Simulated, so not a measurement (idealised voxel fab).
process module | voxel spacer lines
cross-section cut | 175 nm wide | cells 5 nm
A cross-section is a grid of square cells, given in bands from the top down. A band is one or more rows of cells.
Each band's line starts with the height of the band's top and of its bottom, in nm. Then come its materials from left to right, each with its width in nm. One material with "throughout" fills the band from edge to edge. "air" is empty space.
Height 0 is the level under which the wafer as received is all one material. The lowest band goes on downwards, as in "0 down".
A width such as "30 to 40" changes by the same amount from each row of cells to the next, from the band's top row to its bottom row.
"no change" after a step means that no cell of the cross-section changed.
closed voids: empty space of 8 cells or more with no open way to the top, each as width x height at its distance from the left edge, in nm
after a step's settings: what the simulator itself notes on the step
overlay nm, on a step with a mask: how far to the right of its planned place the mask lay; to the left if negative
plan
1 op RECEIVE | material Si
2 op CONFORMAL_DEP | material Al2O3 | thk nm 10
3 op DIRECTIONAL_DEP | material W | thk nm 15
4 op DIRECTIONAL_DEP | material polySi | thk nm 30
5 op PATTERN | tone cover | mask id MANDREL | material resist | width nm 15 | pitch nm 50 | thk nm 35 | overlay nm 0
6 op DIRECTIONAL_ETCH | etch materials polySi | depth nm 30
7 op STRIP | etch materials resist
8 op CONFORMAL_DEP | material SiO2 | thk nm 10
9 op DIRECTIONAL_ETCH | etch materials SiO2 | depth nm 10
10 op STRIP | etch materials polySi
11 op DIRECTIONAL_ETCH | etch materials W | depth nm 15
12 op STRIP | etch materials SiO2
13 op FILL_DEP | material lowk | thk nm 10
14 op CMP | height nm 25
first wafer, as planned
as received, after step 1
  0 down: Si throughout
  closed voids: none
after step 2
  10 to 0: Al2O3 throughout
  below 0: unchanged
after step 3
  25 to 10: W throughout
  below 10: unchanged
after step 4
  55 to 25: polySi throughout
  below 25: unchanged
after step 5
  90 to 55: air 30 | resist 15 | air 35 | resist 15 | air 35 | resist 15 | air 30
  below 55: unchanged
after step 6
  90 to 55: air 30 | resist 15 | air 35 | resist 15 | air 35 | resist 15 | air 30
  55 to 25: air 30 | polySi 15 | air 35 | polySi 15 | air 35 | polySi 15 | air 30
  below 25: unchanged
after step 7
  55 to 25: air 30 | polySi 15 | air 35 | polySi 15 | air 35 | polySi 15 | air 30
  below 25: unchanged
after step 8
  65 to 55: air 20 | SiO2 35 | air 15 | SiO2 35 | air 15 | SiO2 35 | air 20
  55 to 35: air 20 | SiO2 10 | polySi 15 | SiO2 10 | air 15 | SiO2 10 | polySi 15 | SiO2 10 | air 15 | SiO2 10 | polySi 15 | SiO2 10 | air 20
  35 to 25: SiO2 30 | polySi 15 | SiO2 35 | polySi 15 | SiO2 35 | polySi 15 | SiO2 30
  below 25: unchanged
after step 9
  55 to 25: air 20 | SiO2 10 | polySi 15 | SiO2 10 | air 15 | SiO2 10 | polySi 15 | SiO2 10 | air 15 | SiO2 10 | polySi 15 | SiO2 10 | air 20
  below 25: unchanged
after step 10
  55 to 25: air 20 | SiO2 10 | air 15 | SiO2 10 | air 15 | SiO2 10 | air 15 | SiO2 10 | air 15 | SiO2 10 | air 15 | SiO2 10 | air 20
  below 25: unchanged
after step 11
  55 to 25: air 20 | SiO2 10 | air 15 | SiO2 10 | air 15 | SiO2 10 | air 15 | SiO2 10 | air 15 | SiO2 10 | air 15 | SiO2 10 | air 20
  25 to 10: air 20 | W 10 | air 15 | W 10 | air 15 | W 10 | air 15 | W 10 | air 15 | W 10 | air 15 | W 10 | air 20
  below 10: unchanged
after step 12
  25 to 10: air 20 | W 10 | air 15 | W 10 | air 15 | W 10 | air 15 | W 10 | air 15 | W 10 | air 15 | W 10 | air 20
  below 10: unchanged
after step 13
  35 to 25: lowk throughout
  25 to 10: lowk 20 | W 10 | lowk 15 | W 10 | lowk 15 | W 10 | lowk 15 | W 10 | lowk 15 | W 10 | lowk 15 | W 10 | lowk 20
  below 10: unchanged
after step 14
  25 to 10: lowk 20 | W 10 | lowk 15 | W 10 | lowk 15 | W 10 | lowk 15 | W 10 | lowk 15 | W 10 | lowk 15 | W 10 | lowk 20
  below 10: unchanged
second wafer: like start, like plan, one mistake. Through step 4 it matches the first wafer
when step 5 should have ended
  90 to 55: air 35 | resist 15 | air 35 | resist 15 | air 35 | resist 15 | air 25
  below 55: unchanged
when step 6 should have ended
  90 to 55: air 35 | resist 15 | air 35 | resist 15 | air 35 | resist 15 | air 25
  55 to 25: air 35 | polySi 15 | air 35 | polySi 15 | air 35 | polySi 15 | air 25
  below 25: unchanged
when step 7 should have ended
  55 to 25: air 35 | polySi 15 | air 35 | polySi 15 | air 35 | polySi 15 | air 25
  below 25: unchanged
when step 8 should have ended
  65 to 55: air 25 | SiO2 35 | air 15 | SiO2 35 | air 15 | SiO2 35 | air 15
  55 to 35: air 25 | SiO2 10 | polySi 15 | SiO2 10 | air 15 | SiO2 10 | polySi 15 | SiO2 10 | air 15 | SiO2 10 | polySi 15 | SiO2 10 | air 15
  35 to 25: SiO2 35 | polySi 15 | SiO2 35 | polySi 15 | SiO2 35 | polySi 15 | SiO2 25
  below 25: unchanged
when step 9 should have ended
  55 to 25: air 25 | SiO2 10 | polySi 15 | SiO2 10 | air 15 | SiO2 10 | polySi 15 | SiO2 10 | air 15 | SiO2 10 | polySi 15 | SiO2 10 | air 15
  below 25: unchanged
when step 10 should have ended
  55 to 25: air 25 | SiO2 10 | air 15 | SiO2 10 | air 15 | SiO2 10 | air 15 | SiO2 10 | air 15 | SiO2 10 | air 15 | SiO2 10 | air 15
  below 25: unchanged
when step 11 should have ended
  55 to 25: air 25 | SiO2 10 | air 15 | SiO2 10 | air 15 | SiO2 10 | air 15 | SiO2 10 | air 15 | SiO2 10 | air 15 | SiO2 10 | air 15
  25 to 10: air 25 | W 10 | air 15 | W 10 | air 15 | W 10 | air 15 | W 10 | air 15 | W 10 | air 15 | W 10 | air 15
  below 10: unchanged
when step 12 should have ended
  25 to 10: air 25 | W 10 | air 15 | W 10 | air 15 | W 10 | air 15 | W 10 | air 15 | W 10 | air 15 | W 10 | air 15
  below 10: unchanged
when step 13 should have ended
  35 to 25: lowk throughout
  25 to 10: lowk 25 | W 10 | lowk 15 | W 10 | lowk 15 | W 10 | lowk 15 | W 10 | lowk 15 | W 10 | lowk 15 | W 10 | lowk 15
  below 10: unchanged
when step 14 should have ended
  25 to 10: lowk 25 | W 10 | lowk 15 | W 10 | lowk 15 | W 10 | lowk 15 | W 10 | lowk 15 | W 10 | lowk 15 | W 10 | lowk 15
  below 10: unchanged
what went wrong: step 5 ran as: op PATTERN | tone cover | mask id MANDREL | material resist | width nm 15 | pitch nm 50 | thk nm 35 | overlay nm 5
at the end the second wafer has, in cells: as many of each material as the first, in other places
